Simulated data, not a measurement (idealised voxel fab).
The name of this process module is voxel double patterning.
Each square cell in cross-section cut measures 5 nm, and the section as a whole is 285 nm wide.
Format of a cross-section: grid, square cells. Given as bands. Order: top down. Band: one or more rows of cells.
Within each band entry, the heights of the top and of the bottom of the band appear first, in that order and in nm; the materials of the band then follow from left to right, each with its corresponding width in nm. The designation "everywhere" on a single material indicates that it fills the band from edge to edge; the designation "blank" indicates empty space.
Height reference: 0 = level under which incoming wafer is all one material. Lowest band: no bottom, runs on downward, e.g. "0..down".
A two-number width, for instance "30 to 40", indicates that the width is equal to the first number in the top row of the band and to the second number in the bottom row, and that it changes by a constant amount per row of cells.
Where a step carries "remained unchanged", the cross-section came out of it unchanged, cell for cell.
For the entry "Unvented internal voids", the listed items are empty spaces with no open way to the top whose size is 8 cells or more; each item follows the pattern width x height at distance, where distance is from the left edge and all three are in nm.
Heads up: the bit after the settings on a step's line is the simulator's remark on that step.
When a step includes a mask, the "overlay nm" setting on its line states how far to the right of its planned place that mask lay, and negative values state how far to the left.
-- List of planned process steps
1) op RECEIVE | material Si
2) op CONFORMAL_DEP | material SiO2 | thk nm 5
3) op DIRECTIONAL_DEP | material W | thk nm 10
4) op DIRECTIONAL_DEP | material SiCN | thk nm 10
5) op MASKED_ETCH | tone open | mask id FIRST | width nm 15 | pitch nm 50 | etch materials SiCN | depth nm 10 | overlay nm 0
6) op DIRECTIONAL_DEP | material aC | thk nm 15
7) op PATTERN | tone open | mask id SECOND | material resist | width nm 15 | thk nm 30 | overlay nm 0
8) op DIRECTIONAL_ETCH | etch materials aC | depth nm 15
9) op STRIP | etch materials resist
10) op DIRECTIONAL_ETCH | etch materials SiCN | depth nm 10
11) op STRIP | etch materials aC
12) op DIRECTIONAL_ETCH | etch materials W | depth nm 10
13) op STRIP | etch materials SiCN
-- As received (post step 1): cross-section
* 0..down  Si everywhere
* Unvented internal voids: none
-- Post-module cross-section: identical start and plan to those above, one misstep in execution
* 15..10  W (110), blank (15), W (10), blank (15), W (10), blank (15), W (110)
* 10..5  W everywhere
* 5..0  SiO2 everywhere
* 0..down  Si everywhere
* Unvented internal voids: none
Run error: step 12 was run on a setting that differed from the plan, and what really ran there is op DIRECTIONAL_ETCH | etch materials W | depth nm 5
